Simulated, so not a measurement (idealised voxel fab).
The following process module bears the name voxel gate over fins.
Cross-section cut spans 170 nm and uses square cells 5 nm in size.
Cross-section format: a grid of square cells, given as bands from top to bottom; each band is one or more rows of cells. Within each band entry, the heights of the top and of the bottom of the band appear first, in that order and in nm; the materials of the band then follow from left to right, each with its corresponding width in nm. The designation "throughout" on a single material indicates that it fills the band from edge to edge; the designation "empty" indicates empty space. Zero point of the height axis is 0; under it, received wafer = one material. Lowest band: continues down indefinitely, "0 and below". Think of "30 to 40" as a width that walks from the first number to the second as you go down the band, top row to bottom row, taking equal-sized steps from row to row. "remained the same" -> step changed no cross-section cell. The entry "Fully sealed cavities" lists the empty spaces that cover at least 8 cells and have no open path to the top. Each is written as width x height at distance, where the distance is measured from the left edge and all three values are in nm. What comes after the settings on a step's line is commentary from the simulator itself on that step. For masked steps, "overlay nm" on the step line gives how far right of plan the mask actually lay; a minus sign means it lay to the left.
Process steps foreseen in the plan
1: op RECEIVE | material Si
2: op CONFORMAL_DEP | material SiN | thk nm 5
3: op DIRECTIONAL_DEP | material aC | thk nm 15
4: op PATTERN | tone cover | mask id FINS | material resist | width nm 15 | pitch nm 45 | thk nm 35 | overlay nm 0
5: op DIRECTIONAL_ETCH | etch materials aC | depth nm 15
6: op STRIP | etch materials resist
7: op DIRECTIONAL_ETCH | etch materials SiN | depth nm 5
8: op DIRECTIONAL_ETCH | etch materials Si | depth nm 40
9: op STRIP | etch materials aC
10: op OXIDIZE | depth nm 5
11: op FILL_DEP | material SiO2 | thk nm 5
12: op CMP | height nm 5
13: op SELECTIVE_ETCH | etch materials SiO2 | depth nm 15
14: op STRIP | etch materials SiN
15: op CONFORMAL_DEP | material HfO2 | thk nm 5
16: op CONFORMAL_DEP | material TiN | thk nm 5
17: op FILL_DEP | material W | thk nm 15
18: op CMP | height nm 20
19: op CONFORMAL_DEP | material SiCN | thk nm 10
Shown in cross-section is the wafer as received, that is, as it stands after step 1
  0 and below: Si throughout
  Fully sealed cavities: none
The first of two wafers, cross-sectioned at the end of the module, with the run proceeding as planned
  30 down to 20: SiCN throughout
  20 down to 10: W throughout
  10 down to 5: W 25 | TiN 25 | W 20 | TiN 25 | W 20 | TiN 25 | W 30
  5 down to 0: W 25 | TiN 5 | HfO2 15 | TiN 5 | W 20 | TiN 5 | HfO2 15 | TiN 5 | W 20 | TiN 5 | HfO2 15 | TiN 5 | W 30
  0 down to -5: TiN 30 | HfO2 5 | Si 5 | HfO2 5 | TiN 30 | HfO2 5 | Si 5 | HfO2 5 | TiN 30 | HfO2 5 | Si 5 | HfO2 5 | TiN 35
  -5 down to -10: HfO2 35 | Si 5 | HfO2 40 | Si 5 | HfO2 40 | Si 5 | HfO2 40
  -10 down to -45: SiO2 35 | Si 5 | SiO2 40 | Si 5 | SiO2 40 | Si 5 | SiO2 40
  -45 and below: Si throughout
  Fully sealed cavities: none
Cross-sectional image of the second wafer of the two following completion of the module. Starting state and process plan were the same as for the first wafer; one execution error occurred
  30 down to 20: SiCN throughout
  20 down to 10: W throughout
  10 down to 5: W 20 | TiN 25 | W 20 | TiN 25 | W 20 | TiN 25 | W 35
  5 down to 0: W 20 | TiN 5 | HfO2 15 | TiN 5 | W 20 | TiN 5 | HfO2 15 | TiN 5 | W 20 | TiN 5 | HfO2 15 | TiN 5 | W 35
  0 down to -5: TiN 25 | HfO2 5 | Si 5 | HfO2 5 | TiN 30 | HfO2 5 | Si 5 | HfO2 5 | TiN 30 | HfO2 5 | Si 5 | HfO2 5 | TiN 40
  -5 down to -10: HfO2 30 | Si 5 | HfO2 40 | Si 5 | HfO2 40 | Si 5 | HfO2 45
  -10 down to -45: SiO2 30 | Si 5 | SiO2 40 | Si 5 | SiO2 40 | Si 5 | SiO2 45
  -45 and below: Si throughout
  Fully sealed cavities: none
Which mistake was made when the wafer was run? in deviation from the planned setting, step 4 was conducted as op PATTERN | tone cover | mask id FINS | material resist | width nm 15 | pitch nm 45 | thk nm 35 | overlay nm -5
If you tally the cells, the second wafer ends up with the same amount of every material as the first; it's all just sitting in different places.
